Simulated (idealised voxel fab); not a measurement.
Documented hereafter: the process module known as voxel self aligned contacts.
For reference, the cross-section in this document is cut, with width 160 nm and square cells of 5 nm.
Just so we're on the same page, the cross-sections are grids of square cells, and they're listed out in bands top to bottom, each band one or more rows deep. The band entry comprises the height of the band's top followed by the height of its bottom, expressed in nm, and subsequently the band's materials from left to right, each stated together with its width in nm. Where a single material is marked with the word "throughout", that material fills the band from edge to edge. The word "air" represents empty space. Convention: height 0 is the level below which the wafer, as received, is all one material. The lowest band does not terminate at the bottom but continues downward, represented as "0 -> down". It should be noted that a width expressed as "30 to 40" varies in equal increments from row to row of cells within the band, taking the value of the first number at the top row and that of the second number at the bottom row. Where the words "nothing altered" appear for a step, the cross-section shows no cell changed by that step; every cell remained as before. This entry, "Voids lacking openings", enumerates those empty regions of no fewer than 8 cells that possess no open connection to the top. Each region is reported in the form width x height at distance, the distance being taken from the left edge, with all three quantities expressed in nm. On a step's line, text after the settings is the simulator commenting on that step. The line of a step may include "overlay nm". On a step with a mask, this value is how far to the right of its planned place the mask lay. A negative value means the mask lay to the left.

**Steps in the process plan**
1: RECEIVE, material Si
2: OXIDIZE, depth nm 5
3: DIRECTIONAL_DEP, material polySi, thk nm 25
4: DIRECTIONAL_DEP, material SiN, thk nm 20
5: PATTERN, tone cover, mask id GATE, material resist, width nm 35, pitch nm 70, thk nm 15, overlay nm 0
6: DIRECTIONAL_ETCH, etch materials SiN, depth nm 20
7: DIRECTIONAL_ETCH, etch materials polySi, depth nm 25
8: STRIP, etch materials resist
9: CONFORMAL_DEP, material SiN, thk nm 5
10: DIRECTIONAL_ETCH, etch materials SiN, depth nm 5
11: FILL_DEP, material SiO2, thk nm 15
12: CMP, height nm 50
13: PATTERN, tone open, mask id CONTACT, material resist, width nm 45, thk nm 15, overlay nm 0
14: DIRECTIONAL_ETCH, etch materials SiO2, depth nm 55
15: STRIP, etch materials resist
16: CONFORMAL_DEP, material TiN, thk nm 5
17: FILL_DEP, material Ru, thk nm 10
18: CMP, height nm 50
19: CONFORMAL_DEP, material SiN, thk nm 5

**Cross-section: wafer on arrival = after step 1**
* 0 -> down | Si throughout
* Voids lacking openings: none

**Sectioned view, first of two wafers, at the close of the module, processed as intended in the plan**
* 55 -> 50 | SiN throughout
* 50 -> 45 | SiO2 55; TiN 15; Ru 15; TiN 15; SiO2 60
* 45 -> 25 | SiO2 20; SiN 45; TiN 5; Ru 15; TiN 5; SiN 45; SiO2 25
* 25 -> 0 | SiO2 20; SiN 5; polySi 35; SiN 5; TiN 5; Ru 15; TiN 5; SiN 5; polySi 35; SiN 5; SiO2 25
* 0 -> -5 | SiO2 65; TiN 25; SiO2 70
* -5 -> down | Si throughout
* Voids lacking openings: none

**Second wafer through the module, sectioned at the end: same beginning and same plan as the first wafer, with one mistake in carrying it out**
* 55 -> 50 | SiN throughout
* 50 -> 45 | SiO2 55; TiN 15; Ru 15; TiN 15; SiO2 60
* 45 -> 25 | SiO2 20; SiN 5; polySi 35; SiN 5; TiN 5; Ru 15; TiN 5; SiN 5; polySi 35; SiN 5; SiO2 25
* 25 -> 20 | SiO2 20; SiN 5; polySi 35; SiN 5; TiN 25; SiN 5; polySi 35; SiN 5; SiO2 25
* 20 -> 0 | SiN throughout
* 0 -> -5 | SiO2 throughout
* -5 -> down | Si throughout
* Voids lacking openings: none
Run error: plan steps 3 and 4 run swapped
Wafer comparison, final, in cells, second relative to first, materials more or fewer: Ru -15, SiN +56, SiO2 -31, TiN -10
